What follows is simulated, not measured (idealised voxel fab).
The process module presented herein is designated voxel ribs on slabs.
Xsec cut, 240 nm wide, square cell size 5 nm.
The cross-sections in this document take the form of a grid made of square cells. They are written out as bands, in order from top to bottom. Each band consists of one or more rows of cells. What a band's entry tells you: where the top is and where the bottom is, as heights in nm, and after that what lies inside, material by material from left to right, each with its width in nm. Empty space is written as the word "air", and a single material marked with the word "everywhere" occupies the band from edge to edge. Note: height 0 marks the level under which the wafer is uniformly one material as received. Lowest band unbounded below, written "0 and below". Top row gets the first number, bottom row gets the second, and each row in between changes by the same step: that is how a band width like "30->40" works. Where the words "left unchanged" appear for a step, the cross-section shows no cell changed by that step; every cell remained as before. So "Entrapped void list" is basically the list of trapped voids: any empty space of 8 cells or more that can't reach the top through an opening. They're written width x height at distance, the distance being from the left edge, and it's all nm. That trailing text on a step's line, after the settings, is the simulator's own remark on the step. "overlay nm" answers the question of how far to the right of plan the mask lay on a step that has a mask, and when it is negative the answer is to the left.
# Process steps - plan
1,RECEIVE (material Si)
2,DIRECTIONAL_DEP (material SiO2; thk nm 30)
3,DIRECTIONAL_DEP (material SiN; thk nm 25)
4,MASKED_ETCH (tone cover; mask id RIB; width nm 30; etch materials SiN; depth nm 20; overlay nm 0)
5,PATTERN (tone cover; mask id SLAB; material resist; width nm 80; thk nm 20; overlay nm 0)
6,DIRECTIONAL_ETCH (etch materials SiN; depth nm 5)
7,STRIP (etch materials resist)
8,FILL_DEP (material SiO2; thk nm 20)
9,CMP (height nm 65)
10,DIRECTIONAL_DEP (material TiN; thk nm 5)
11,MASKED_ETCH (tone cover; mask id HEATER; width nm 30; etch materials TiN; depth nm 5; overlay nm 0)
12,CONFORMAL_DEP (material SiO2; thk nm 10)
The wafers are alike at the start. At step 11, their width nm differs. The plan lists the first wafer's value.
# first wafer as received, after step 1
    0 and below | Si everywhere
    Entrapped void list: none
# Per-wafer rows below. For each material: cells gained (+) or lost (-) since the wafer was received, as of end of module. Then: closed voids
width nm 30, +40 SiN, +684 SiO2, +6 TiN, Entrapped void list: none
width nm 35, +40 SiN, +684 SiO2, +7 TiN, Entrapped void list: none
width nm 40, +40 SiN, +684 SiO2, +8 TiN, Entrapped void list: none
width nm 45, +40 SiN, +684 SiO2, +9 TiN, Entrapped void list: none
width nm 50, +40 SiN, +684 SiO2, +10 TiN, Entrapped void list: none
width nm 55, +40 SiN, +684 SiO2, +11 TiN, Entrapped void list: none
